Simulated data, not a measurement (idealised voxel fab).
Presented below is a process module, voxel gate over fins.
Cross-sectional view cut (width: 210 nm; square cell size: 5 nm).
How to read a cross-section here: the picture is a grid of square cells, written as bands going from the top down, and any band can span one or more rows of cells.
What a band's entry tells you: where the top is and where the bottom is, as heights in nm, and after that what lies inside, material by material from left to right, each with its width in nm. Empty space is written as the word "air", and a single material marked with the word "edge to edge" occupies the band from edge to edge.
A quick word on heights: they are counted from 0, and under that level the wafer as it came to us is one material throughout. The lowest band is different from the rest in having no bottom; it simply continues downward, written as in "0..down".
So if you see something like "30..40" for the width, read it as the top row of the band sitting at the first number and the bottom row at the second, with every row in between moving by the same amount as the last.
"nothing different" for a step: no cell of the cross-section changed in that step.
What "Enclosed empty spaces" gives you is every empty space of 8 cells or more that is cut off from the top. Each appears as width x height at distance, with the distance taken from the left edge and width, height and distance all in nm.
Where a step's line continues beyond its settings, the continuation is a remark by the simulator itself on that step.
The setting "overlay nm" may be written on the line of a step. When the step uses a mask, the value reports how far to the right of the planned place the mask lay, and a negative value reports that it lay to the left.
**List of planned process steps**
1,RECEIVE, material Si
2,CONFORMAL_DEP, material SiN, thk nm 5
3,DIRECTIONAL_DEP, material aC, thk nm 10
4,PATTERN, tone cover, mask id FINS, material resist, width nm 15, pitch nm 40, thk nm 30, overlay nm 0
5,DIRECTIONAL_ETCH, etch materials aC, depth nm 10
6,STRIP, etch materials resist
7,DIRECTIONAL_ETCH, etch materials SiN, depth nm 5
8,DIRECTIONAL_ETCH, etch materials Si, depth nm 40
9,STRIP, etch materials aC
10,OXIDIZE, depth nm 5
11,FILL_DEP, material SiO2, thk nm 10
12,CMP, height nm 5
13,SELECTIVE_ETCH, etch materials SiO2, depth nm 20
14,STRIP, etch materials SiN
15,CONFORMAL_DEP, material HfO2, thk nm 5
16,CONFORMAL_DEP, material TiN, thk nm 5
17,CONFORMAL_DEP, material TiAl, thk nm 5
18,CONFORMAL_DEP, material TiN, thk nm 5
19,FILL_DEP, material W, thk nm 10
20,CMP, height nm 25
21,CONFORMAL_DEP, material SiN, thk nm 10
Among the wafers covered here, the point of difference is the thk nm at step 18; their starting state is shared, and the plan presents the value of the first wafer.
**The first of several wafers in cross-section, exactly as it reached us after step 1**
	0..down: Si edge to edge
	Enclosed empty spaces: none
**Where each wafer stands at the end of the module, a row apiece: cells of each material gained (+) or lost (-) since it was received, then closed voids**
thk nm 5, +54 HfO2, -360 Si, +84 SiN, +240 SiO2, +54 TiAl, +105 TiN, +117 W, Enclosed empty spaces: none
thk nm 10, +54 HfO2, -360 Si, +84 SiN, +240 SiO2, +54 TiAl, +153 TiN, +69 W, Enclosed empty spaces: none
thk nm 15, +54 HfO2, -360 Si, +84 SiN, +240 SiO2, +54 TiAl, +180 TiN, +42 W, Enclosed empty spaces: none
thk nm 20, +54 HfO2, -360 Si, +84 SiN, +240 SiO2, +54 TiAl, +203 TiN, +19 W, Enclosed empty spaces: none
